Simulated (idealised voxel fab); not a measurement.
Process module heading - voxel self aligned contacts
In the cross-section labelled cut, the width is 270 nm and each square cell is 5 nm.
Heads up, the way a cross-section reads in here is a grid of square cells, handed over as bands from the top down, with every band being one or more rows of cells. For a band, the entry starts with two heights in nm, that of the top and then that of the bottom, and carries on with the band's materials in order from left to right, each alongside its width in nm; the word "all across" beside a single material means it fills the band edge to edge, and "air" means empty space. Heights are measured from 0, the level below which the as-received wafer is all one material; the lowest band has no bottom and continues downward, written as in "from 0 down". With a width like "30->40", each row of cells in the band differs from the next by the same amount, the top row carrying the first number and the bottom row the second. "remains unaltered" for a step: no cell of the cross-section changed in that step. "Listed closed voids": sealed empty spaces, 8 cells or more, no open way to top, listed width x height at distance, with distance from the left edge and width, height and distance in nm. after a step's settings: what the simulator itself notes on the step. You can add "overlay nm" to a step's line. For a step with a mask, it describes how far the mask lay to the right of its planned position, and a negative number describes a lay to the left.

Steps in the process plan
1: RECEIVE, material Si
2: CONFORMAL_DEP, material SiO2, thk nm 5
3: DIRECTIONAL_DEP, material polySi, thk nm 25
4: DIRECTIONAL_DEP, material SiN, thk nm 20
5: MASKED_ETCH, tone cover, mask id GATE, width nm 25, pitch nm 65, etch materials SiN, depth nm 20, overlay nm 0
6: MASKED_ETCH, tone cover, mask id GATE, width nm 25, pitch nm 65, etch materials polySi, depth nm 25, overlay nm 0
7: CONFORMAL_DEP, material SiN, thk nm 10
8: DIRECTIONAL_ETCH, etch materials SiN, depth nm 10
9: FILL_DEP, material SiO2, thk nm 15
10: CMP, height nm 55
11: PATTERN, tone open, mask id CONTACT, material resist, width nm 50, pitch nm 65, thk nm 15, overlay nm 0
12: DIRECTIONAL_ETCH, etch materials SiO2, depth nm 55
13: STRIP, etch materials resist
14: CONFORMAL_DEP, material TiN, thk nm 5
15: FILL_DEP, material W, thk nm 5
16: CMP, height nm 55
17: CONFORMAL_DEP, material SiN, thk nm 5

Wafer at receipt (post step 1), cross-section
	from 0 down  Si all across
	Listed closed voids: none

Cross-section, end of module. Start: as above. Plan: as above. Execution: one mistake
	from 60 to 55  SiN all across
	from 55 to 30  45 nm SiO2, 45 nm SiN, 5 nm TiN, 10 nm W, 5 nm TiN, 45 nm SiN, 5 nm TiN, 10 nm W, 5 nm TiN, 45 nm SiN, 50 nm SiO2
	from 30 to 15  45 nm SiO2, 10 nm SiN, 25 nm polySi, 10 nm SiN, 5 nm TiN, 10 nm W, 5 nm TiN, 10 nm SiN, 25 nm polySi, 10 nm SiN, 5 nm TiN, 10 nm W, 5 nm TiN, 10 nm SiN, 25 nm polySi, 10 nm SiN, 50 nm SiO2
	from 15 to 10  45 nm SiO2, 10 nm SiN, 25 nm polySi, 10 nm SiN, 20 nm TiN, 10 nm SiN, 25 nm polySi, 10 nm SiN, 20 nm TiN, 10 nm SiN, 25 nm polySi, 10 nm SiN, 50 nm SiO2
	from 10 to 5  55 nm SiN, 25 nm polySi, 40 nm SiN, 25 nm polySi, 40 nm SiN, 25 nm polySi, 60 nm SiN
	from 5 to 0  SiO2 all across
	from 0 down  Si all across
	Listed closed voids: none
Nonconformance to the process plan: step 8 deviated from plan and actually ran as DIRECTIONAL_ETCH, etch materials SiN, depth nm 5
